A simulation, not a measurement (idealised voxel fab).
Process module in this document: voxel capacitor over wiring
Cross-sectional view cut (width: 280 nm; square cell size: 5 nm).
A cross-section is written here as square cells arranged in a grid, and it is given in bands from the top down, each band taking up one or more rows of cells. Within each band entry, the heights of the top and of the bottom of the band appear first, in that order and in nm; the materials of the band then follow from left to right, each with its corresponding width in nm. The designation "all across" on a single material indicates that it fills the band from edge to edge; the designation "empty" indicates empty space. The level at which height equals 0 is the one under which the wafer, as it arrives, is entirely one material. No lower edge exists for the bottom band, which continues downward and is notated as in "0 and below". The two numbers in a width such as "30->40" mark its ends across the band: the first belongs to the top row of cells, the second to the bottom row, and from each row to the next the width moves by the same amount. Basically "no change" means that step didn't change any cell in the cross-section. Look at "Completely sealed voids" for the closed voids: empty spaces with no open path to the top, sized 8 cells or up. Each is width x height at distance, distance from the left edge, all nm. Read whatever lies past the settings on a step's line as the simulator's own remark about the step. overlay nm: how far to the right of its planned place the mask lay on this masked step (negative: to the left).

SO HERE'S THE LINEUP OF PROCESS STEPS WE PLANNED
step 1: RECEIVE: material Si
step 2: CONFORMAL_DEP: material SiO2, thk nm 10
step 3: CONFORMAL_DEP: material SiCN, thk nm 5
step 4: DIRECTIONAL_DEP: material lowk, thk nm 25
step 5: PATTERN: tone open, mask id METAL_1, material resist, width nm 25, pitch nm 90, thk nm 15, overlay nm 0
step 6: DIRECTIONAL_ETCH: etch materials lowk, depth nm 25
step 7: DIRECTIONAL_ETCH: etch materials SiCN, depth nm 5
step 8: STRIP: etch materials resist
step 9: CONFORMAL_DEP: material TiN, thk nm 5
step 10: FILL_DEP: material Cu, thk nm 10
step 11: CMP: height nm 40
step 12: CONFORMAL_DEP: material SiCN, thk nm 5
step 13: DIRECTIONAL_DEP: material SiO2, thk nm 15
step 14: DIRECTIONAL_DEP: material aC, thk nm 10
step 15: PATTERN: tone open, mask id PLUG_1, material resist, width nm 15, thk nm 30, overlay nm 0
step 16: DIRECTIONAL_ETCH: etch materials aC, depth nm 10
step 17: STRIP: etch materials resist
step 18: DIRECTIONAL_ETCH: etch materials SiO2, depth nm 15
step 19: DIRECTIONAL_ETCH: etch materials SiCN, depth nm 5
step 20: STRIP: etch materials aC
step 21: EPI: material Ru, thk nm 10
step 22: EPI: material Ru, thk nm 10
step 23: DIRECTIONAL_DEP: material TiN, thk nm 10
step 24: DIRECTIONAL_DEP: material HfO2, thk nm 5
step 25: DIRECTIONAL_DEP: material TiN, thk nm 10
step 26: MASKED_ETCH: tone cover, mask id UPPER_PLATE, width nm 70, etch materials TiN, depth nm 10, overlay nm 0
step 27: MASKED_ETCH: tone cover, mask id UPPER_PLATE, width nm 70, etch materials HfO2, depth nm 5, overlay nm 0
step 28: MASKED_ETCH: tone cover, mask id LOWER_PLATE, width nm 80, etch materials TiN, depth nm 10, overlay nm 0
step 29: FILL_DEP: material SiO2, thk nm 20
step 30: CMP: height nm 100
step 31: PATTERN: tone open, mask id PLUG_2, material resist, width nm 15, thk nm 20, overlay nm 0
step 32: DIRECTIONAL_ETCH: etch materials SiO2, depth nm 15
step 33: STRIP: etch materials resist
step 34: CONFORMAL_DEP: material TiN, thk nm 5
step 35: FILL_DEP: material Ru, thk nm 5
step 36: CMP: height nm 100
step 37: CONFORMAL_DEP: material SiN, thk nm 5

HERE'S WHAT THE WAFER LOOKED LIKE IN CROSS-SECTION WHEN IT ARRIVED - THAT'S AFTER STEP 1
    0 and below  Si all across
    Completely sealed voids: none

FIRST WAFER AT THE END, AS PLANNED
    105 down to 100  SiN all across
    100 down to 90  100 of SiO2  5 of TiN  5 of Ru  5 of TiN  165 of SiO2
    90 down to 85  100 of SiO2  15 of TiN  165 of SiO2
    85 down to 75  90 of SiO2  70 of TiN  120 of SiO2
    75 down to 70  90 of SiO2  70 of HfO2  120 of SiO2
    70 down to 60  85 of SiO2  80 of TiN  115 of SiO2
    60 down to 45  90 of SiO2  15 of Ru  175 of SiO2
    45 down to 40  90 of SiCN  15 of Ru  175 of SiCN
    40 down to 15  80 of lowk  5 of TiN  15 of Cu  5 of TiN  65 of lowk  5 of TiN  15 of Cu  5 of TiN  85 of lowk
    15 down to 10  80 of SiCN  25 of TiN  65 of SiCN  25 of TiN  85 of SiCN
    10 down to 0  SiO2 all across
    0 and below  Si all across
    Completely sealed voids: none

HERE IS THE SECOND OF THE TWO WAFERS CUT OPEN AT THE END OF THE MODULE - SAME START, SAME PLAN AS THE FIRST ONE, BUT WE MADE ONE MISTAKE RUNNING IT
    105 down to 100  SiN all across
    100 down to 90  100 of SiO2  5 of TiN  5 of Ru  5 of TiN  165 of SiO2
    90 down to 85  100 of SiO2  15 of TiN  165 of SiO2
    85 down to 75  90 of SiO2  70 of TiN  120 of SiO2
    75 down to 70  90 of SiO2  80 of HfO2  110 of SiO2
    70 down to 60  85 of SiO2  85 of TiN  110 of SiO2
    60 down to 45  90 of SiO2  15 of Ru  175 of SiO2
    45 down to 40  90 of SiCN  15 of Ru  175 of SiCN
    40 down to 15  80 of lowk  5 of TiN  15 of Cu  5 of TiN  65 of lowk  5 of TiN  15 of Cu  5 of TiN  85 of lowk
    15 down to 10  80 of SiCN  25 of TiN  65 of SiCN  25 of TiN  85 of SiCN
    10 down to 0  SiO2 all across
    0 and below  Si all across
    Completely sealed voids: none
Short version of what went wrong: step 27 went in with a setting other than planned; the actual run was MASKED_ETCH: tone cover, mask id UPPER_PLATE, width nm 70, etch materials HfO2, depth nm 5, overlay nm 10
Wrapping up, a cell-based count of both wafers puts the second over or under the first for these materials: +2 HfO2 | -4 SiO2 | +2 TiN
